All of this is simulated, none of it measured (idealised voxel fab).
A process module follows: voxel self aligned contacts.
Cross-section cut: width 280 nm, square cells of 5 nm.
We lay out every cross-section as a grid of square cells and spell it out in bands from the top down, where one band means one or more rows of cells. Read a band's entry like this: the first values are the height of its top and the height of its bottom in nm, and what follows is the sequence of materials from left to right, each with its width in nm. Note that "empty" is empty space, and that a single material marked "everywhere" reaches across the band from edge to edge. Where do heights start? At 0: under that level the wafer as delivered is made of one material only. And the lowest band has no floor; it just carries on downward, as in "top 0, no bottom". Graded width ("30->40"): value in top row of band = first number; value in bottom row = second number; row-to-row change constant. It should be understood that the words "remained unchanged", when stated for a given step, signify that the cross-section underwent no change in any of its cells during that step. Heads up: "Trapped voids" only lists the empty pockets with no open path to the top that are 8 cells or more, and it writes them as width x height at distance, distance from the left edge, in nm. Whatever follows a step's settings on its line is a remark the simulator itself makes about that step. The line of a step may include "overlay nm". On a step with a mask, this value is how far to the right of its planned place the mask lay. A negative value means the mask lay to the left.
**List of planned process steps**
- 1: RECEIVE with material Si
- 2: CONFORMAL_DEP with material SiO2, thk nm 5
- 3: DIRECTIONAL_DEP with material polySi, thk nm 30
- 4: DIRECTIONAL_DEP with material SiN, thk nm 15
- 5: DIRECTIONAL_DEP with material aC, thk nm 10
- 6: PATTERN with tone cover, mask id GATE, material resist, width nm 30, pitch nm 60, thk nm 25, overlay nm 0
- 7: DIRECTIONAL_ETCH with etch materials aC, depth nm 10
- 8: STRIP with etch materials resist
- 9: DIRECTIONAL_ETCH with etch materials SiN, depth nm 15
- 10: DIRECTIONAL_ETCH with etch materials polySi, depth nm 30
- 11: STRIP with etch materials aC
- 12: CONFORMAL_DEP with material SiN, thk nm 5
- 13: DIRECTIONAL_ETCH with etch materials SiN, depth nm 5
- 14: FILL_DEP with material SiO2, thk nm 15
- 15: CMP with height nm 60
- 16: MASKED_ETCH with tone open, mask id CONTACT, width nm 40, etch materials SiO2, depth nm 60, overlay nm 0
- 17: CONFORMAL_DEP with material TiN, thk nm 5
- 18: FILL_DEP with material W, thk nm 10
- 19: CMP with height nm 60
- 20: CONFORMAL_DEP with material SiCN, thk nm 5
**First of two wafers: run as planned**
**The cross-section here shows the wafer as received, i.e. in its state after step 1**
* top 0, no bottom  Si everywhere
* Trapped voids: none
**Sectional view: wafer, after step 2**
* top 5, bottom 0  SiO2 everywhere
* Whatever lies below 0 is exactly as it was before.
**Sectional view: wafer, after step 3**
* top 35, bottom 5  polySi everywhere
* Whatever lies below 5 is exactly as it was before.
**Sectional view: wafer, after step 4**
* top 50, bottom 35  SiN everywhere
* Whatever lies below 35 is exactly as it was before.
**Sectional view: wafer, after step 5**
* top 60, bottom 50  aC everywhere
* Whatever lies below 50 is exactly as it was before.
**Sectional view: wafer, after step 6**
* top 85, bottom 60  empty: 95; resist: 30; empty: 30; resist: 30; empty: 95
* Whatever lies below 60 is exactly as it was before.
**Sectional view: wafer, after step 7**
* top 75, bottom 60  empty: 95; resist: 30; empty: 30; resist: 30; empty: 95
* top 60, bottom 50  empty: 95; aC: 30; empty: 30; aC: 30; empty: 95
* Whatever lies below 50 is exactly as it was before.
**Sectional view: wafer, after step 8**
* top 60, bottom 50  empty: 95; aC: 30; empty: 30; aC: 30; empty: 95
* Whatever lies below 50 is exactly as it was before.
**Sectional view: wafer, after step 9**
* top 60, bottom 50  empty: 95; aC: 30; empty: 30; aC: 30; empty: 95
* top 50, bottom 35  empty: 95; SiN: 30; empty: 30; SiN: 30; empty: 95
* Whatever lies below 35 is exactly as it was before.
**Sectional view: wafer, after step 10**
* top 60, bottom 50  empty: 95; aC: 30; empty: 30; aC: 30; empty: 95
* top 50, bottom 35  empty: 95; SiN: 30; empty: 30; SiN: 30; empty: 95
* top 35, bottom 5  empty: 95; polySi: 30; empty: 30; polySi: 30; empty: 95
* Whatever lies below 5 is exactly as it was before.
**Sectional view: wafer, after step 11**
* top 50, bottom 35  empty: 95; SiN: 30; empty: 30; SiN: 30; empty: 95
* Whatever lies below 35 is exactly as it was before.
**Sectional view: wafer, after step 12**
* top 55, bottom 35  empty: 90; SiN: 40; empty: 20; SiN: 40; empty: 90
* top 35, bottom 10  empty: 90; SiN: 5; polySi: 30; SiN: 5; empty: 20; SiN: 5; polySi: 30; SiN: 5; empty: 90
* top 10, bottom 5  SiN: 95; polySi: 30; SiN: 30; polySi: 30; SiN: 95
* Whatever lies below 5 is exactly as it was before.
**Sectional view: wafer, after step 13**
* top 50, bottom 35  empty: 90; SiN: 40; empty: 20; SiN: 40; empty: 90
* top 35, bottom 5  empty: 90; SiN: 5; polySi: 30; SiN: 5; empty: 20; SiN: 5; polySi: 30; SiN: 5; empty: 90
* Whatever lies below 5 is exactly as it was before.
**Sectional view: wafer, after step 14**
* top 65, bottom 50  SiO2 everywhere
* top 50, bottom 35  SiO2: 90; SiN: 40; SiO2: 20; SiN: 40; SiO2: 90
* top 35, bottom 5  SiO2: 90; SiN: 5; polySi: 30; SiN: 5; SiO2: 20; SiN: 5; polySi: 30; SiN: 5; SiO2: 90
* Whatever lies below 5 is exactly as it was before.
**Sectional view: wafer, after step 15**
* top 60, bottom 50  SiO2 everywhere
* Whatever lies below 50 is exactly as it was before.
**Sectional view: wafer, after step 16**
* top 60, bottom 50  SiO2: 120; empty: 40; SiO2: 120
* top 50, bottom 35  SiO2: 90; SiN: 40; empty: 20; SiN: 40; SiO2: 90
* top 35, bottom 5  SiO2: 90; SiN: 5; polySi: 30; SiN: 5; empty: 20; SiN: 5; polySi: 30; SiN: 5; SiO2: 90
* top 5, bottom 0  SiO2: 130; empty: 20; SiO2: 130
* Whatever lies below 0 is exactly as it was before.
**Sectional view: wafer, after step 17**
* top 65, bottom 60  TiN: 125; empty: 30; TiN: 125
* top 60, bottom 50  SiO2: 120; TiN: 5->15; empty: 30->10; TiN: 5->15; SiO2: 120
* top 50, bottom 35  SiO2: 90; SiN: 40; TiN: 5; empty: 10; TiN: 5; SiN: 40; SiO2: 90
* top 35, bottom 5  SiO2: 90; SiN: 5; polySi: 30; SiN: 5; TiN: 5; empty: 10; TiN: 5; SiN: 5; polySi: 30; SiN: 5; SiO2: 90
* top 5, bottom 0  SiO2: 130; TiN: 20; SiO2: 130
* Whatever lies below 0 is exactly as it was before.
**Sectional view: wafer, after step 18**
* top 75, bottom 65  W everywhere
* top 65, bottom 60  TiN: 125; W: 30; TiN: 125
* top 60, bottom 50  SiO2: 120; TiN: 5->15; W: 30->10; TiN: 5->15; SiO2: 120
* top 50, bottom 35  SiO2: 90; SiN: 40; TiN: 5; W: 10; TiN: 5; SiN: 40; SiO2: 90
* top 35, bottom 5  SiO2: 90; SiN: 5; polySi: 30; SiN: 5; TiN: 5; W: 10; TiN: 5; SiN: 5; polySi: 30; SiN: 5; SiO2: 90
* Whatever lies below 5 is exactly as it was before.
**Sectional view: wafer, after step 19**
* top 60, bottom 50  SiO2: 120; TiN: 5->15; W: 30->10; TiN: 5->15; SiO2: 120
* Whatever lies below 50 is exactly as it was before.
**Sectional view: wafer, after step 20**
* top 65, bottom 60  SiCN everywhere
* Whatever lies below 60 is exactly as it was before.
**Here the second wafer is described. Its start and its plan were those of the first wafer. Its run contained one mistake. Up to and including step 5, it did exactly what the first wafer did**
**Cross-section of the second wafer at the time step 6 of the plan should have ended**
* top 85, bottom 60  empty: 90; resist: 40; empty: 20; resist: 40; empty: 90
* Whatever lies below 60 is exactly as it was before.
**Cross-section of the second wafer at the time step 7 of the plan should have ended**
* top 75, bottom 60  empty: 90; resist: 40; empty: 20; resist: 40; empty: 90
* top 60, bottom 50  empty: 90; aC: 40; empty: 20; aC: 40; empty: 90
* Whatever lies below 50 is exactly as it was before.
**Cross-section of the second wafer at the time step 8 of the plan should have ended**
* top 60, bottom 50  empty: 90; aC: 40; empty: 20; aC: 40; empty: 90
* Whatever lies below 50 is exactly as it was before.
**Cross-section of the second wafer at the time step 9 of the plan should have ended**
* top 60, bottom 50  empty: 90; aC: 40; empty: 20; aC: 40; empty: 90
* top 50, bottom 35  empty: 90; SiN: 40; empty: 20; SiN: 40; empty: 90
* Whatever lies below 35 is exactly as it was before.
**Cross-section of the second wafer at the time step 10 of the plan should have ended**
* top 60, bottom 50  empty: 90; aC: 40; empty: 20; aC: 40; empty: 90
* top 50, bottom 35  empty: 90; SiN: 40; empty: 20; SiN: 40; empty: 90
* top 35, bottom 5  empty: 90; polySi: 40; empty: 20; polySi: 40; empty: 90
* Whatever lies below 5 is exactly as it was before.
**Cross-section of the second wafer at the time step 11 of the plan should have ended**
* top 50, bottom 35  empty: 90; SiN: 40; empty: 20; SiN: 40; empty: 90
* Whatever lies below 35 is exactly as it was before.
**Cross-section of the second wafer at the time step 12 of the plan should have ended**
* top 55, bottom 35  empty: 85; SiN: 50; empty: 10; SiN: 50; empty: 85
* top 35, bottom 10  empty: 85; SiN: 5; polySi: 40; SiN: 5; empty: 10; SiN: 5; polySi: 40; SiN: 5; empty: 85
* top 10, bottom 5  SiN: 90; polySi: 40; SiN: 20; polySi: 40; SiN: 90
* Whatever lies below 5 is exactly as it was before.
**Cross-section of the second wafer at the time step 13 of the plan should have ended**
* top 50, bottom 35  empty: 85; SiN: 50; empty: 10; SiN: 50; empty: 85
* top 35, bottom 5  empty: 85; SiN: 5; polySi: 40; SiN: 5; empty: 10; SiN: 5; polySi: 40; SiN: 5; empty: 85
* Whatever lies below 5 is exactly as it was before.
**Cross-section of the second wafer at the time step 14 of the plan should have ended**
* top 65, bottom 50  SiO2 everywhere
* top 50, bottom 35  SiO2: 85; SiN: 50; SiO2: 10; SiN: 50; SiO2: 85
* top 35, bottom 5  SiO2: 85; SiN: 5; polySi: 40; SiN: 5; SiO2: 10; SiN: 5; polySi: 40; SiN: 5; SiO2: 85
* Whatever lies below 5 is exactly as it was before.
**Cross-section of the second wafer at the time step 15 of the plan should have ended**
* top 60, bottom 50  SiO2 everywhere
* Whatever lies below 50 is exactly as it was before.
**Cross-section of the second wafer at the time step 16 of the plan should have ended**
* top 60, bottom 50  SiO2: 120; empty: 40; SiO2: 120
* top 50, bottom 35  SiO2: 85; SiN: 50; empty: 10; SiN: 50; SiO2: 85
* top 35, bottom 5  SiO2: 85; SiN: 5; polySi: 40; SiN: 5; empty: 10; SiN: 5; polySi: 40; SiN: 5; SiO2: 85
* top 5, bottom 0  SiO2: 135; empty: 10; SiO2: 135
* Whatever lies below 0 is exactly as it was before.
**Cross-section of the second wafer at the time step 17 of the plan should have ended**
* top 65, bottom 60  TiN: 125; empty: 30; TiN: 125
* top 60, bottom 55  SiO2: 120; TiN: 5; empty: 30; TiN: 5; SiO2: 120
* top 55, bottom 50  SiO2: 120; TiN: 40; SiO2: 120
* top 50, bottom 35  SiO2: 85; SiN: 50; TiN: 10; SiN: 50; SiO2: 85
* top 35, bottom 5  SiO2: 85; SiN: 5; polySi: 40; SiN: 5; TiN: 10; SiN: 5; polySi: 40; SiN: 5; SiO2: 85
* top 5, bottom 0  SiO2: 135; TiN: 10; SiO2: 135
* Whatever lies below 0 is exactly as it was before.
**Cross-section of the second wafer at the time step 18 of the plan should have ended**
* top 75, bottom 65  W everywhere
* top 65, bottom 60  TiN: 125; W: 30; TiN: 125
* top 60, bottom 55  SiO2: 120; TiN: 5; W: 30; TiN: 5; SiO2: 120
* Whatever lies below 55 is exactly as it was before.
**Cross-section of the second wafer at the time step 19 of the plan should have ended**
* top 60, bottom 55  SiO2: 120; TiN: 5; W: 30; TiN: 5; SiO2: 120
* Whatever lies below 55 is exactly as it was before.
**Cross-section of the second wafer at the time step 20 of the plan should have ended**
* top 65, bottom 60  SiCN everywhere
* Whatever lies below 60 is exactly as it was before.
Deviation noted in wafer processing: so step 6 ended up running with a different setting than we planned, it ran as PATTERN with tone cover, mask id GATE, material resist, width nm 40, pitch nm 60, thk nm 25, overlay nm 0
Once processing is complete, comparing cell counts shows that the second wafer has more or fewer of certain materials than the first: 12 more of SiN, 16 fewer of SiO2, 20 fewer of W, 24 more of polySi
